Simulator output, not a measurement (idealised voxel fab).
voxel self aligned vias: a process module
Square cell edge 5 nm, section width 210 nm, ID cut.
How to read a cross-section here: the picture is a grid of square cells, written as bands going from the top down, and any band can span one or more rows of cells. The entry gives the band's vertical extent as a top height and a bottom height in nm, then its horizontal make-up as materials from left to right, each with a width in nm. "air" stands for empty space; a single material marked "all across" fills the band edge to edge. Heads up on the height convention: 0 is the point under which the incoming wafer is all one material, and the lowest band has no bottom, it just keeps going down, like "top 0, no bottom". A two-number width, for instance "30->40", indicates that the width is equal to the first number in the top row of the band and to the second number in the bottom row, and that it changes by a constant amount per row of cells. You'll sometimes find "all unchanged" written for a step, and that's the way of saying that nowhere in the cross-section did a cell change during that step. Empty spaces counting at least 8 cells and having no open way to the top are listed in "Closed void table". The notation width x height at distance is used for each, the distance being from the left edge and all three values in nm. On a step's line, text after the settings is the simulator commenting on that step. What "overlay nm" on a step's line means: if the step has a mask, that mask lay this far to the right of its planned place, or, when the value is negative, to the left.

### The planned process steps are enumerated hereunder
1 RECEIVE | material Si
2 CONFORMAL_DEP | material SiO2 | thk nm 15
3 CONFORMAL_DEP | material SiCN | thk nm 5
4 DIRECTIONAL_DEP | material SiO2 | thk nm 25
5 PATTERN | tone open | mask id LINES | material resist | width nm 20 | pitch nm 60 | thk nm 15 | overlay nm 0
6 DIRECTIONAL_ETCH | etch materials SiO2 | depth nm 25
7 STRIP | etch materials resist
8 CONFORMAL_DEP | material TiN | thk nm 5
9 FILL_DEP | material Ru | thk nm 5
10 CMP | height nm 45
11 SELECTIVE_ETCH | etch materials W Ru TiN | depth nm 10
12 FILL_DEP | material SiN | thk nm 5
13 CMP | height nm 45
14 DIRECTIONAL_DEP | material SiO2 | thk nm 20
15 DIRECTIONAL_DEP | material aC | thk nm 10
16 PATTERN | tone open | mask id VIAS | material resist | width nm 30 | thk nm 30 | overlay nm 0
17 DIRECTIONAL_ETCH | etch materials aC | depth nm 10
18 STRIP | etch materials resist
19 DIRECTIONAL_ETCH | etch materials SiO2 | depth nm 20
20 DIRECTIONAL_ETCH | etch materials SiN | depth nm 10
21 STRIP | etch materials aC
22 CONFORMAL_DEP | material TiN | thk nm 5
23 FILL_DEP | material Cu | thk nm 5
24 CMP | height nm 65
25 CONFORMAL_DEP | material SiCN | thk nm 5

### As-received wafer cross-section (after step 1)
- top 0, no bottom: Si all across
- Closed void table: none

### Cross-sectional result after module completion. Note: starting condition and plan are unchanged from above; one processing mistake was made
- top 70, bottom 65: SiCN all across
- top 65, bottom 50: 65 of SiO2; 20 of Cu; 125 of SiO2
- top 50, bottom 45: 70 of SiO2; 10 of Cu; 130 of SiO2
- top 45, bottom 40: 70 of SiO2; 10 of Cu; 45 of SiO2; 20 of SiN; 65 of SiO2
- top 40, bottom 35: 125 of SiO2; 20 of SiN; 65 of SiO2
- top 35, bottom 25: 65 of SiO2; 5 of TiN; 10 of Ru; 5 of TiN; 40 of SiO2; 5 of TiN; 10 of Ru; 5 of TiN; 65 of SiO2
- top 25, bottom 20: 65 of SiO2; 20 of TiN; 40 of SiO2; 20 of TiN; 65 of SiO2
- top 20, bottom 15: SiCN all across
- top 15, bottom 0: SiO2 all across
- top 0, no bottom: Si all across
- Closed void table: none
Here's what went sideways: for step 22, the planned setting was not used; the step was instead run as CONFORMAL_DEP | material SiO2 | thk nm 5
